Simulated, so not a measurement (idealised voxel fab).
Process module in this document: voxel trench capacitor
285 nm wide, 5 nm square cells: that's cross-section cut.
Format of a cross-section: grid, square cells. Given as bands. Order: top down. Band: one or more rows of cells.
Read a band's entry like this: the first values are the height of its top and the height of its bottom in nm, and what follows is the sequence of materials from left to right, each with its width in nm. Note that "air" is empty space, and that a single material marked "full width" reaches across the band from edge to edge.
We count height from 0. Below that, the starting wafer is all one material. The lowest band never ends at the bottom but goes on down; see "0 -> down" for how that is written.
Width spec "30..40" -> top row of cells at first value, bottom row at second value, equal per-row change in between.
"no change occurred" for a step: no cell of the cross-section changed in that step.
Reported under the label "Voids, fully enclosed" are the empty spaces having no open way to the top and comprising 8 cells or more; the notation for each is width x height at distance, in which the distance is measured from the left edge and all three values are in nm.
What comes after the settings on a step's line is commentary from the simulator itself on that step.
overlay nm: right-of-plan distance of the mask on a masked step; negative values mean left-of-plan.
-- Planned process steps
| 1 | RECEIVE: material Si |
| 2 | CONFORMAL_DEP: material SiN, thk nm 10 |
| 3 | DIRECTIONAL_DEP: material aC, thk nm 10 |
| 4 | PATTERN: tone open, mask id TRENCH, material resist, width nm 25, pitch nm 50, thk nm 30, overlay nm 0 |
| 5 | DIRECTIONAL_ETCH: etch materials aC, depth nm 10 |
| 6 | STRIP: etch materials resist |
| 7 | DIRECTIONAL_ETCH: etch materials SiN, depth nm 10 |
| 8 | DIRECTIONAL_ETCH: etch materials Si, depth nm 30 |
| 9 | STRIP: etch materials aC |
| 10 | CONFORMAL_DEP: material SiO2, thk nm 5 |
| 11 | FILL_DEP: material polySi, thk nm 10 |
| 12 | CMP: height nm 10 |
-- Incoming wafer, cross-sectional view, post step 1
* 0 -> down  Si full width
* Voids, fully enclosed: none
-- Cross-section at module end, one run error; start and plan unchanged from above
* 10 -> 0  100 of polySi, 5 of SiO2, 25 of SiN, 5 of SiO2, 15 of polySi, 5 of SiO2, 25 of SiN, 5 of SiO2, 100 of polySi
* 0 -> -25  100 of polySi, 5 of SiO2, 25 of Si, 5 of SiO2, 15 of polySi, 5 of SiO2, 25 of Si, 5 of SiO2, 100 of polySi
* -25 -> -30  105 of SiO2, 25 of Si, 25 of SiO2, 25 of Si, 105 of SiO2
* -30 -> down  Si full width
* Voids, fully enclosed: none
Finding, execution versus plan: step 4 deviated from plan and actually ran as PATTERN: tone cover, mask id TRENCH, material resist, width nm 25, pitch nm 50, thk nm 30, overlay nm 0
